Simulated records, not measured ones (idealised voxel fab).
Process module, titled voxel air gaps
Square cells of 5 nm make up the cross-section cut, whose width is 250 nm.
Each cross-section below is a grid of square cells, stated as bands in top-down order, with one or more rows of cells making up each band. What a band's entry tells you: where the top is and where the bottom is, as heights in nm, and after that what lies inside, material by material from left to right, each with its width in nm. Empty space is written as the word "air", and a single material marked with the word "edge to edge" occupies the band from edge to edge. Note: height 0 marks the level under which the wafer is uniformly one material as received. Lowest band unbounded below, written "z 0 and below". The expression "30 to 40" gives the width at the extremes of the band, the first number at its top row of cells and the second at its bottom row, with the width changing by equal amounts from each row to the next in between. Given "identical to before" for a step, no cell of the cross-section differs between before and after that step. Heads up: "Fully sealed voids" only lists the empty pockets with no open path to the top that are 8 cells or more, and it writes them as width x height at distance, distance from the left edge, in nm. Text after the settings on a step's line: the simulator's own remark on that step. "overlay nm" denotes, for a step that has a mask, the displacement of the mask to the right of its planned place, with negative values corresponding to the left.
The steps planned for the process are as follows:
1. RECEIVE | material Si
2. CONFORMAL_DEP | material SiO2 | thk nm 15
3. CONFORMAL_DEP | material SiN | thk nm 5
4. DIRECTIONAL_DEP | material SiO2 | thk nm 40
5. DIRECTIONAL_DEP | material aC | thk nm 15
6. PATTERN | tone open | mask id LINES | material resist | width nm 15 | pitch nm 40 | thk nm 35 | overlay nm 0
7. DIRECTIONAL_ETCH | etch materials aC | depth nm 15
8. STRIP | etch materials resist
9. DIRECTIONAL_ETCH | etch materials SiO2 | depth nm 40
10. STRIP | etch materials aC
11. CONFORMAL_DEP | material TiN | thk nm 5
12. FILL_DEP | material Cu | thk nm 5
13. CMP | height nm 60
14. EPI | material Ru | thk nm 10
15. SELECTIVE_ETCH | etch materials SiO2 | depth nm 50
16. CONFORMAL_DEP | material SiCN | thk nm 5
Wafer at receipt (post step 1), cross-section:
	z 0 and below = Si edge to edge
	Fully sealed voids: none
Final wafer profile in cross-section after the module, from the same start and plan as above, with one mistake made during processing:
	z 75 to 70 = 60 nm air / 125 nm SiCN / 65 nm air
	z 70 to 60 = 60 nm air / 5 nm SiCN / 35 nm Ru / 5 nm SiCN / 35 nm Ru / 5 nm SiCN / 35 nm Ru / 5 nm SiCN / 65 nm air
	z 60 to 55 = 60 nm air / 15 nm SiCN / 5 nm TiN / 5 nm aC / 5 nm TiN / 25 nm SiCN / 5 nm TiN / 5 nm aC / 5 nm TiN / 25 nm SiCN / 5 nm TiN / 5 nm aC / 5 nm TiN / 15 nm SiCN / 65 nm air
	z 55 to 25 = 70 nm air / 5 nm SiCN / 5 nm TiN / 5 nm aC / 5 nm TiN / 5 nm SiCN / 15 nm air / 5 nm SiCN / 5 nm TiN / 5 nm aC / 5 nm TiN / 5 nm SiCN / 15 nm air / 5 nm SiCN / 5 nm TiN / 5 nm aC / 5 nm TiN / 5 nm SiCN / 75 nm air
	z 25 to 20 = 75 nm SiCN / 15 nm TiN / 25 nm SiCN / 15 nm TiN / 25 nm SiCN / 15 nm TiN / 80 nm SiCN
	z 20 to 15 = SiN edge to edge
	z 15 to 0 = SiO2 edge to edge
	z 0 and below = Si edge to edge
	Fully sealed voids: 15 x 30 at 95; 15 x 30 at 135
Here's what went sideways: it should be noted that step 12 was executed with settings other than those planned, the operation and settings actually applied being FILL_DEP | material aC | thk nm 5
